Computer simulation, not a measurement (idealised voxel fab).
This is a process module. Its name is voxel spacer lines.
cross-section cut | 270 nm wide | cells 5 nm
How to read a cross-section here: the picture is a grid of square cells, written as bands going from the top down, and any band can span one or more rows of cells. Band: top height; bottom height; in nm. Then, left to right: material with width in nm, for each material. "all across": a single material spanning edge to edge. "empty": empty space. Counting heights begins at 0, where everything beneath is, in the wafer as received, one material. The lowest band has no bottom; it goes on downwards, as "0 nm and below" shows. The width entry "30->40" should be interpreted row by row: the top row of cells in the band takes the first number, the bottom row takes the second number, and the change between adjacent rows is uniform throughout. When a step is marked "remains unaltered", none of the cells in the cross-section changed during that step. Reported under the label "Enclosed void catalog" are the empty spaces having no open way to the top and comprising 8 cells or more; the notation for each is width x height at distance, in which the distance is measured from the left edge and all three values are in nm. The remark found on a step's line after its settings is issued by the simulator itself and pertains to that step. The optional step-line setting "overlay nm" applies to steps with a mask and quantifies how far to the right of its planned location the mask lay, a negative value indicating leftward placement.
PLANNED STEP LIST FOR THE PROCESS
1) RECEIVE: material Si
2) CONFORMAL_DEP: material SiO2, thk nm 10
3) DIRECTIONAL_DEP: material W, thk nm 15
4) DIRECTIONAL_DEP: material polySi, thk nm 30
5) PATTERN: tone cover, mask id MANDREL, material resist, width nm 15, pitch nm 80, thk nm 40, overlay nm 0
6) DIRECTIONAL_ETCH: etch materials polySi, depth nm 30
7) STRIP: etch materials resist
8) CONFORMAL_DEP: material SiN, thk nm 15
9) DIRECTIONAL_ETCH: etch materials SiN, depth nm 15
10) STRIP: etch materials polySi
11) DIRECTIONAL_ETCH: etch materials W, depth nm 15
12) STRIP: etch materials SiN
13) FILL_DEP: material SiO2, thk nm 10
14) CMP: height nm 25
Among the wafers covered here, the point of difference is the width nm at step 5; their starting state is shared, and the plan presents the value of the first wafer.
RECEIVED WAFERS, FIRST OF SEVERAL: CROSS-SECTION AFTER STEP 1
- 0 nm and below | Si all across
- Enclosed void catalog: none
CROSS-SECTION AFTER STEP 14, THE FINAL STEP OF THE MODULE, FOR THE FIRST OF SEVERAL WAFERS
- 25 nm to 10 nm | SiO2 70 nm / W 15 nm / SiO2 15 nm / W 15 nm / SiO2 35 nm / W 15 nm / SiO2 15 nm / W 15 nm / SiO2 75 nm
- 10 nm to 0 nm | SiO2 all across
- 0 nm and below | Si all across
- Enclosed void catalog: none
CROSS-SECTIONAL VIEW OF THE FINAL WAFER OF SEVERAL AT THE MODULE'S END
- 25 nm to 10 nm | SiO2 60 nm / W 15 nm / SiO2 40 nm / W 15 nm / SiO2 10 nm / W 15 nm / SiO2 40 nm / W 15 nm / SiO2 60 nm
- 10 nm to 0 nm | SiO2 all across
- 0 nm and below | Si all across
- Enclosed void catalog: none
WHAT FOLLOWS IS A TABLE IN WHICH EACH WAFER OCCUPIES A ROW; FOR THE WAFER AS IT STANDS AT THE CLOSE OF THE MODULE, THE ROW STATES, MATERIAL BY MATERIAL, HOW MANY CELLS HAVE BEEN GAINED (+) OR LOST (-) SINCE RECEIPT, AND THEN GIVES ITS CLOSED VOIDS
width nm 15, +234 SiO2, +36 W, Enclosed void catalog: none
width nm 20, +234 SiO2, +36 W, Enclosed void catalog: none
width nm 25, +234 SiO2, +36 W, Enclosed void catalog: none
width nm 30, +234 SiO2, +36 W, Enclosed void catalog: none
width nm 35, +234 SiO2, +36 W, Enclosed void catalog: none
width nm 40, +234 SiO2, +36 W, Enclosed void catalog: none
